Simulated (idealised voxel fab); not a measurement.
Proc. module: voxel gate over fins
We display cut, a cross-section 150 nm in width whose square cells are each 5 nm.
How to read a cross-section here: the picture is a grid of square cells, written as bands going from the top down, and any band can span one or more rows of cells. Band: top and bottom heights (nm) first, top before bottom; then materials from left to right, widths in nm. "full width" marks a sole material filling the band edge to edge. "blank" denotes empty space. Note: height 0 marks the level under which the wafer is uniformly one material as received. Lowest band unbounded below, written "0 and below". Width spec "30->40" -> top row of cells at first value, bottom row at second value, equal per-row change in between. It should be understood that the words "no modifications", when stated for a given step, signify that the cross-section underwent no change in any of its cells during that step. "Enclosed void inventory" specifies each empty space that is not open to the top and that occupies no fewer than 8 cells, using the form width x height at distance, the distance measured from the left edge and all three quantities in nm. The remark found on a step's line after its settings is issued by the simulator itself and pertains to that step. A step's line can hold "overlay nm"; with a mask on that step, the setting says how far right of the planned place the mask lay, while a negative setting says it lay to the left.

### Planned process steps
1 RECEIVE,material Si
2 CONFORMAL_DEP,material SiN,thk nm 10
3 PATTERN,tone cover,mask id FINS,material resist,width nm 15,pitch nm 35,thk nm 15,overlay nm 0
4 DIRECTIONAL_ETCH,etch materials SiN,depth nm 10
5 DIRECTIONAL_ETCH,etch materials Si,depth nm 30
6 STRIP,etch materials resist
7 OXIDIZE,depth nm 5
8 FILL_DEP,material SiO2,thk nm 10
9 CMP,height nm 10
10 SELECTIVE_ETCH,etch materials SiO2,depth nm 20
11 STRIP,etch materials SiN
12 CONFORMAL_DEP,material HfO2,thk nm 5
13 CONFORMAL_DEP,material TiN,thk nm 5
14 CONFORMAL_DEP,material TiAl,thk nm 5
15 CONFORMAL_DEP,material TiN,thk nm 5
16 FILL_DEP,material W,thk nm 10
17 CMP,height nm 25
18 CONFORMAL_DEP,material SiN,thk nm 5

### The cross-section here shows the wafer as received, i.e. in its state after step 1
> 0 and below = Si full width
> Enclosed void inventory: none

### Cross-section, first of two wafers, end of module, run as planned
> 30 down to 25 = SiN full width
> 25 down to 20 = W full width
> 20 down to 15 = W 15 nm | TiN 115 nm | W 20 nm
> 15 down to 10 = W 15 nm | TiN 5 nm | TiAl 105 nm | TiN 5 nm | W 20 nm
> 10 down to 5 = TiN 20 nm | TiAl 5 nm | TiN 25 nm | TiAl 10 nm | TiN 25 nm | TiAl 10 nm | TiN 25 nm | TiAl 5 nm | TiN 25 nm
> 5 down to 0 = TiAl 25 nm | TiN 5 nm | HfO2 15 nm | TiN 5 nm | TiAl 10 nm | TiN 5 nm | HfO2 15 nm | TiN 5 nm | TiAl 10 nm | TiN 5 nm | HfO2 15 nm | TiN 5 nm | TiAl 30 nm
> 0 down to -5 = TiN 30 nm | HfO2 5 nm | Si 5 nm | HfO2 5 nm | TiN 20 nm | HfO2 5 nm | Si 5 nm | HfO2 5 nm | TiN 20 nm | HfO2 5 nm | Si 5 nm | HfO2 5 nm | TiN 35 nm
> -5 down to -10 = HfO2 35 nm | Si 5 nm | HfO2 30 nm | Si 5 nm | HfO2 30 nm | Si 5 nm | HfO2 40 nm
> -10 down to -35 = SiO2 35 nm | Si 5 nm | SiO2 30 nm | Si 5 nm | SiO2 30 nm | Si 5 nm | SiO2 40 nm
> -35 and below = Si full width
> Enclosed void inventory: none

### Wafer two, sectioned after the module: the first wafer's start, the first wafer's plan, and one mistake in how it was run
> 30 down to 25 = SiN full width
> 25 down to 20 = W full width
> 20 down to 15 = W 15 nm | TiAl 115 nm | W 20 nm
> 15 down to 10 = W 15 nm | TiAl 5 nm | TiN 105 nm | TiAl 5 nm | W 20 nm
> 10 down to 5 = TiAl 20 nm | TiN 105 nm | TiAl 25 nm
> 5 down to 0 = TiN 30 nm | HfO2 15 nm | TiN 20 nm | HfO2 15 nm | TiN 20 nm | HfO2 15 nm | TiN 35 nm
> 0 down to -5 = TiN 30 nm | HfO2 5 nm | Si 5 nm | HfO2 5 nm | TiN 20 nm | HfO2 5 nm | Si 5 nm | HfO2 5 nm | TiN 20 nm | HfO2 5 nm | Si 5 nm | HfO2 5 nm | TiN 35 nm
> -5 down to -10 = HfO2 35 nm | Si 5 nm | HfO2 30 nm | Si 5 nm | HfO2 30 nm | Si 5 nm | HfO2 40 nm
> -10 down to -35 = SiO2 35 nm | Si 5 nm | SiO2 30 nm | Si 5 nm | SiO2 30 nm | Si 5 nm | SiO2 40 nm
> -35 and below = Si full width
> Enclosed void inventory: none
Deviation noted in wafer processing: swap of plan steps 14 and 15 during execution
Final wafer comparison in cells, second versus first, more or fewer per material: TiAl -8 | TiN +8
